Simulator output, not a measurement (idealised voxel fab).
The following is a process module called voxel transistor to metal.
We display cut, a cross-section 160 nm in width whose square cells are each 5 nm.
How to read a cross-section here: the picture is a grid of square cells, written as bands going from the top down, and any band can span one or more rows of cells.
Band: top height; bottom height; in nm. Then, left to right: material with width in nm, for each material. "throughout": a single material spanning edge to edge. "blank": empty space.
Zero point of the height axis is 0; under it, received wafer = one material. Lowest band: continues down indefinitely, "0 and below".
Width "30..40": first value at the band's top row of cells, second value at its bottom row, equal change from row to row.
"no alterations made" for a step: no cell of the cross-section changed in that step.
The entry "closed voids" lists the empty spaces that cover at least 8 cells and have no open path to the top. Each is written as width x height at distance, where the distance is measured from the left edge and all three values are in nm.
Post-settings text on a step line: simulator's own remark regarding the step.
overlay nm: where the mask lay relative to plan, measured to the right, on steps with a mask; negatives go left.

**The following list gives the planned process steps**
1,op RECEIVE | material Si
2,op CONFORMAL_DEP | material SiO2 | thk nm 5
3,op CONFORMAL_DEP | material SiN | thk nm 10
4,op MASKED_ETCH | tone cover | mask id ACTIVE | width nm 115 | etch materials SiN | depth nm 10 | overlay nm 0
5,op MASKED_ETCH | tone cover | mask id ACTIVE | width nm 115 | etch materials SiO2 | depth nm 5 | overlay nm 0
6,op MASKED_ETCH | tone cover | mask id ACTIVE | width nm 115 | etch materials Si | depth nm 30 | overlay nm 0
7,op OXIDIZE | depth nm 5
8,op FILL_DEP | material SiO2 | thk nm 15
9,op CMP | height nm 15
10,op SELECTIVE_ETCH | etch materials SiO2 | depth nm 10
11,op STRIP | etch materials SiN
12,op SELECTIVE_ETCH | etch materials SiO2 | depth nm 5
13,op OXIDIZE | depth nm 5
14,op DIRECTIONAL_DEP | material polySi | thk nm 25
15,op DIRECTIONAL_DEP | material SiCN | thk nm 10
16,op PATTERN | tone cover | mask id GATE | material resist | width nm 25 | thk nm 20 | overlay nm 0
17,op DIRECTIONAL_ETCH | etch materials SiCN | depth nm 20
18,op DIRECTIONAL_ETCH | etch materials polySi | depth nm 35
19,op STRIP | etch materials resist
20,op CONFORMAL_DEP | material SiO2 | thk nm 5
21,op DIRECTIONAL_ETCH | etch materials SiO2 | depth nm 5
22,op CONFORMAL_DEP | material SiN | thk nm 5
23,op DIRECTIONAL_ETCH | etch materials SiN | depth nm 5
24,op DIRECTIONAL_ETCH | etch materials SiO2 | depth nm 5
25,op EPI | material pSi | thk nm 5
26,op FILL_DEP | material SiO2 | thk nm 10
27,op CMP | height nm 35
28,op DIRECTIONAL_DEP | material SiO2 | thk nm 10
29,op MASKED_ETCH | tone open | mask id CONTACT | width nm 35 | pitch nm 70 | etch materials SiO2 | depth nm 45 | overlay nm 0
30,op CONFORMAL_DEP | material TiN | thk nm 5
31,op FILL_DEP | material Ru | thk nm 10
32,op CMP | height nm 45
33,op CONFORMAL_DEP | material SiN | thk nm 5
34,op DIRECTIONAL_DEP | material lowk | thk nm 20
35,op PATTERN | tone open | mask id METAL_1 | material resist | width nm 20 | pitch nm 85 | thk nm 20 | overlay nm 0
36,op DIRECTIONAL_ETCH | etch materials lowk | depth nm 20
37,op DIRECTIONAL_ETCH | etch materials SiN | depth nm 5
38,op STRIP | etch materials resist
39,op CONFORMAL_DEP | material TiN | thk nm 5
40,op FILL_DEP | material W | thk nm 5
41,op CMP | height nm 70
42,op EPI | material Ru | thk nm 5
43,op FILL_DEP | material SiCN | thk nm 5

**Cross-section of the wafer upon arrival, representing the state reached after step 1**
	0 and below  Si throughout
	closed voids: none

**The module was run from the start shown above using the plan shown above, but one mistake was made doing it; the resulting wafer cross-section is below**
	70 down to 65  SiCN throughout
	65 down to 60  20 of SiCN / 30 of Ru / 55 of SiCN / 30 of Ru / 25 of SiCN
	60 down to 50  25 of lowk / 5 of TiN / 10 of W / 5 of TiN / 65 of lowk / 5 of TiN / 10 of W / 5 of TiN / 30 of lowk
	50 down to 45  25 of SiN / 20 of TiN / 65 of SiN / 20 of TiN / 30 of SiN
	45 down to 35  25 of SiO2 / 5 of TiN / 25..20 of Ru / 5..10 of TiN / 35 of SiO2 / 5..10 of TiN / 25..20 of Ru / 5 of TiN / 30 of SiO2
	35 down to 25  25 of SiO2 / 5 of TiN / 20 of Ru / 5 of TiN / 5 of SiN / 5 of SiO2 / 25 of SiCN / 5 of SiO2 / 5 of SiN / 5 of TiN / 20 of Ru / 5 of TiN / 30 of SiO2
	25 down to 5  25 of SiO2 / 5 of TiN / 20 of Ru / 5 of TiN / 5 of SiN / 5 of SiO2 / 25 of polySi / 5 of SiO2 / 5 of SiN / 5 of TiN / 20 of Ru / 5 of TiN / 30 of SiO2
	5 down to 0  25 of SiO2 / 30 of TiN / 5 of SiN / 5 of SiO2 / 25 of polySi / 5 of SiO2 / 5 of SiN / 30 of TiN / 30 of SiO2
	0 down to -5  20 of SiO2 / 35 of pSi / 45 of SiO2 / 35 of pSi / 25 of SiO2
	-5 down to -35  25 of SiO2 / 105 of Si / 30 of SiO2
	-35 and below  Si throughout
	closed voids: none
Nonconformance to the process plan: for step 41, the planned setting was not used; the step was instead run as op CMP | height nm 60
